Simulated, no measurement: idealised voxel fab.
process module | voxel fin reveal
cross-section cut | 230 nm wide | cells 5 nm
A cross-section is a grid of square cells, given in bands from the top down. A band is one or more rows of cells.
Each band's line starts with the height of the band's top and of its bottom, in nm. Then come its materials from left to right, each with its width in nm. One material with "throughout" fills the band from edge to edge. "air" is empty space.
Height 0 is the level under which the wafer as received is all one material. The lowest band goes on downwards, as in "0 down".
A width such as "30 to 40" changes by the same amount from each row of cells to the next, from the band's top row to its bottom row.
"no change" after a step means that no cell of the cross-section changed.
closed voids: empty space of 8 cells or more with no open way to the top, each as width x height at its distance from the left edge, in nm
after a step's settings: what the simulator itself notes on the step
overlay nm, on a step with a mask: how far to the right of its planned place the mask lay; to the left if negative
plan
1 op RECEIVE | material Si
2 op CONFORMAL_DEP | material SiN | thk nm 5
3 op MASKED_ETCH | tone cover | mask id FINS | width nm 15 | pitch nm 35 | etch materials SiN | depth nm 5 | overlay nm 0
4 op MASKED_ETCH | tone cover | mask id FINS | width nm 15 | pitch nm 35 | etch materials Si | depth nm 30 | overlay nm 0
5 op OXIDIZE | depth nm 5
6 op FILL_DEP | material SiO2 | thk nm 5
7 op CMP | height nm 5
8 op SELECTIVE_ETCH | etch materials SiO2 | depth nm 25
9 op STRIP | etch materials SiN
as received, after step 1
  0 down: Si throughout
  closed voids: none
a wafer at the end: this start, this plan, one mistake
  0 to -20: air 95 | Si 5 | air 30 | Si 5 | air 95
  -20 to -25: SiO2 65 | air 30 | Si 5 | air 30 | Si 5 | air 30 | SiO2 65
  -25 to -35: SiO2 95 | Si 5 | SiO2 30 | Si 5 | SiO2 95
  -35 down: Si throughout
  closed voids: none
what went wrong: steps 8 and 9 were swapped
